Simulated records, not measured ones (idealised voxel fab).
A process module follows: voxel capacitor over wiring.
For reference, the cross-section in this document is cut, with width 245 nm and square cells of 5 nm.
We lay out every cross-section as a grid of square cells and spell it out in bands from the top down, where one band means one or more rows of cells. For a band, the entry starts with two heights in nm, that of the top and then that of the bottom, and carries on with the band's materials in order from left to right, each alongside its width in nm; the word "everywhere" beside a single material means it fills the band edge to edge, and "empty" means empty space. Beneath 0, the wafer as received is one material, and that level is where height counting begins. The lowest band goes on downward without a bottom; it is written like "0 down". Think of "30->40" as a width that walks from the first number to the second as you go down the band, top row to bottom row, taking equal-sized steps from row to row. "remained the same" -> step changed no cross-section cell. "Sealed-off cavities" enumerates empty spaces isolated from the top, with no open way to it, that contain at least 8 cells, giving each as width x height at distance from the left edge, all three in nm. after a step's settings: what the simulator itself notes on the step. "overlay nm" answers the question of how far to the right of plan the mask lay on a step that has a mask, and when it is negative the answer is to the left.
-- So here's the lineup of process steps we planned
| 1 | RECEIVE: material Si |
| 2 | CONFORMAL_DEP: material SiO2, thk nm 10 |
| 3 | CONFORMAL_DEP: material SiN, thk nm 5 |
| 4 | DIRECTIONAL_DEP: material SiO2, thk nm 15 |
| 5 | PATTERN: tone open, mask id METAL_1, material resist, width nm 30, pitch nm 95, thk nm 20, overlay nm 0 |
| 6 | DIRECTIONAL_ETCH: etch materials SiO2, depth nm 15 |
| 7 | DIRECTIONAL_ETCH: etch materials SiN, depth nm 5 |
| 8 | STRIP: etch materials resist |
| 9 | CONFORMAL_DEP: material TiN, thk nm 5 |
| 10 | FILL_DEP: material W, thk nm 5 |
| 11 | CMP: height nm 30 |
| 12 | EPI: material Ru, thk nm 5 |
| 13 | FILL_DEP: material SiCN, thk nm 5 |
| 14 | DIRECTIONAL_DEP: material lowk, thk nm 20 |
| 15 | DIRECTIONAL_DEP: material aC, thk nm 10 |
| 16 | PATTERN: tone open, mask id PLUG_1, material resist, width nm 15, thk nm 30, overlay nm 0 |
| 17 | DIRECTIONAL_ETCH: etch materials aC, depth nm 10 |
| 18 | STRIP: etch materials resist |
| 19 | DIRECTIONAL_ETCH: etch materials lowk, depth nm 20 |
| 20 | DIRECTIONAL_ETCH: etch materials SiCN, depth nm 5 |
| 21 | STRIP: etch materials aC |
| 22 | EPI: material Ru, thk nm 10 |
| 23 | EPI: material Ru, thk nm 10 |
| 24 | EPI: material Ru, thk nm 5 |
| 25 | DIRECTIONAL_DEP: material TiN, thk nm 5 |
| 26 | DIRECTIONAL_DEP: material Al2O3, thk nm 5 |
| 27 | DIRECTIONAL_DEP: material TiN, thk nm 5 |
| 28 | PATTERN: tone cover, mask id UPPER_PLATE, material resist, width nm 70, thk nm 20, overlay nm 0 |
| 29 | DIRECTIONAL_ETCH: etch materials TiN, depth nm 5 |
| 30 | DIRECTIONAL_ETCH: etch materials Al2O3, depth nm 5 |
| 31 | STRIP: etch materials resist |
| 32 | DIRECTIONAL_DEP: material aC, thk nm 10 |
| 33 | PATTERN: tone cover, mask id LOWER_PLATE, material resist, width nm 80, thk nm 30, overlay nm 0 |
| 34 | DIRECTIONAL_ETCH: etch materials aC, depth nm 10 |
| 35 | STRIP: etch materials resist |
| 36 | DIRECTIONAL_ETCH: etch materials TiN, depth nm 5 |
| 37 | STRIP: etch materials aC |
| 38 | FILL_DEP: material SiO2, thk nm 15 |
| 39 | CMP: height nm 85 |
| 40 | PATTERN: tone open, mask id PLUG_2, material resist, width nm 15, thk nm 15, overlay nm 0 |
| 41 | DIRECTIONAL_ETCH: etch materials SiO2, depth nm 10 |
| 42 | STRIP: etch materials resist |
| 43 | CONFORMAL_DEP: material TiN, thk nm 5 |
| 44 | FILL_DEP: material Cu, thk nm 5 |
| 45 | CMP: height nm 85 |
| 46 | CONFORMAL_DEP: material SiCN, thk nm 5 |
-- Shown in cross-section is the wafer as received, that is, as it stands after step 1
    0 down = Si everywhere
    Sealed-off cavities: none
-- The first of the two wafers as seen in cross-section once the module was finished; processing followed the plan
    90 to 85 = SiCN everywhere
    85 to 80 = SiO2: 85 / TiN: 5 / Cu: 5 / TiN: 5 / SiO2: 145
    80 to 70 = SiO2: 85->75 / TiN: 15->70 / SiO2: 145->100
    70 to 65 = SiO2: 75 / Al2O3: 70 / SiO2: 100
    65 to 60 = SiO2: 70 / TiN: 80 / SiO2: 95
    60 to 40 = lowk: 75 / Ru: 15 / lowk: 155
    40 to 35 = SiCN: 75 / Ru: 15 / SiCN: 155
    35 to 30 = SiCN: 55 / Ru: 40 / SiCN: 55 / Ru: 40 / SiCN: 55
    30 to 15 = SiO2: 60 / TiN: 5 / W: 20 / TiN: 5 / SiO2: 65 / TiN: 5 / W: 20 / TiN: 5 / SiO2: 60
    15 to 10 = SiN: 60 / TiN: 30 / SiN: 65 / TiN: 30 / SiN: 60
    10 to 0 = SiO2 everywhere
    0 down = Si everywhere
    Sealed-off cavities: none
-- So this is wafer number two of the two, cut at the end of the module - it started where the first did and had the same plan, we just got one thing wrong running it
    90 to 85 = SiCN everywhere
    85 to 40 = Ru everywhere
    40 to 35 = SiCN everywhere
    35 to 30 = SiCN: 55 / Ru: 40 / SiCN: 55 / Ru: 40 / SiCN: 55
    30 to 15 = SiO2: 60 / TiN: 5 / W: 20 / TiN: 5 / SiO2: 65 / TiN: 5 / W: 20 / TiN: 5 / SiO2: 60
    15 to 10 = SiN: 60 / TiN: 30 / SiN: 65 / TiN: 30 / SiN: 60
    10 to 0 = SiO2 everywhere
    0 down = Si everywhere
    Sealed-off cavities: none
Where did the run depart from the plan? step 14 was not run as planned; what actually ran was DIRECTIONAL_DEP: material Ru, thk nm 20
Looking at both finished wafers in cells, the second ends up ahead of or behind the first on some materials: Al2O3 -14 | Cu -1 | Ru +426 | SiCN +3 | SiO2 -195 | TiN -35 | lowk -184
